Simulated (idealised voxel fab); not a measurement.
The process module that follows is named voxel released beams.
cross-section cut | 190 nm wide | cells 5 nm
We lay out every cross-section as a grid of square cells and spell it out in bands from the top down, where one band means one or more rows of cells. Each band's line starts with the height of the band's top and of its bottom, in nm. Then come its materials from left to right, each with its width in nm. One material with "full width" fills the band from edge to edge. "empty" is empty space. Where do heights start? At 0: under that level the wafer as delivered is made of one material only. And the lowest band has no floor; it just carries on downward, as in "z 0 and below". The two numbers in a width such as "30 to 40" mark its ends across the band: the first belongs to the top row of cells, the second to the bottom row, and from each row to the next the width moves by the same amount. Where the words "remained the same" appear for a step, the cross-section shows no cell changed by that step; every cell remained as before. "Closed void inventory": sealed empty spaces, 8 cells or more, no open way to top, listed width x height at distance, with distance from the left edge and width, height and distance in nm. What comes after the settings on a step's line is commentary from the simulator itself on that step. overlay nm: mask right of planned place by this much (step with mask). Neg. = left.

Plan
1 RECEIVE,material Si
2 CONFORMAL_DEP,material SiN,thk nm 10
3 DIRECTIONAL_DEP,material SiO2,thk nm 10
4 DIRECTIONAL_DEP,material aC,thk nm 15
5 PATTERN,tone open,mask id ANCHOR,material resist,width nm 35,thk nm 35,overlay nm -15
6 DIRECTIONAL_ETCH,etch materials aC,depth nm 15
7 STRIP,etch materials resist
8 DIRECTIONAL_ETCH,etch materials SiO2,depth nm 10
9 STRIP,etch materials aC
10 CONFORMAL_DEP,material TiN,thk nm 10
11 DIRECTIONAL_DEP,material aC,thk nm 10
12 PATTERN,tone cover,mask id BEAM,material resist,width nm 100,thk nm 30,overlay nm 0
13 DIRECTIONAL_ETCH,etch materials aC,depth nm 10
14 STRIP,etch materials resist
15 DIRECTIONAL_ETCH,etch materials TiN,depth nm 10
16 STRIP,etch materials aC
17 STRIP,etch materials SiO2
Same starting wafers, different overlay nm at step 5. Plan value belongs to the first wafer.

First wafer as received, after step 1
* z 0 and below | Si full width
* Closed void inventory: none

The rows of the table below are wafers. Looking at the end of the module, a row counts, for every material, the cells the wafer has gained, shown as (+), or lost, shown as (-), since it was received; its closed voids come next
overlay nm -15 | +76 SiN | +48 TiN | Closed void inventory: none
overlay nm -10 | +76 SiN | +48 TiN | Closed void inventory: none
overlay nm -5 | +76 SiN | +48 TiN | Closed void inventory: none
overlay nm 0 | +76 SiN | +48 TiN | Closed void inventory: none
overlay nm 5 | +76 SiN | +48 TiN | Closed void inventory: none
overlay nm 10 | +76 SiN | +48 TiN | Closed void inventory: none
overlay nm 15 | +76 SiN | +48 TiN | Closed void inventory: none
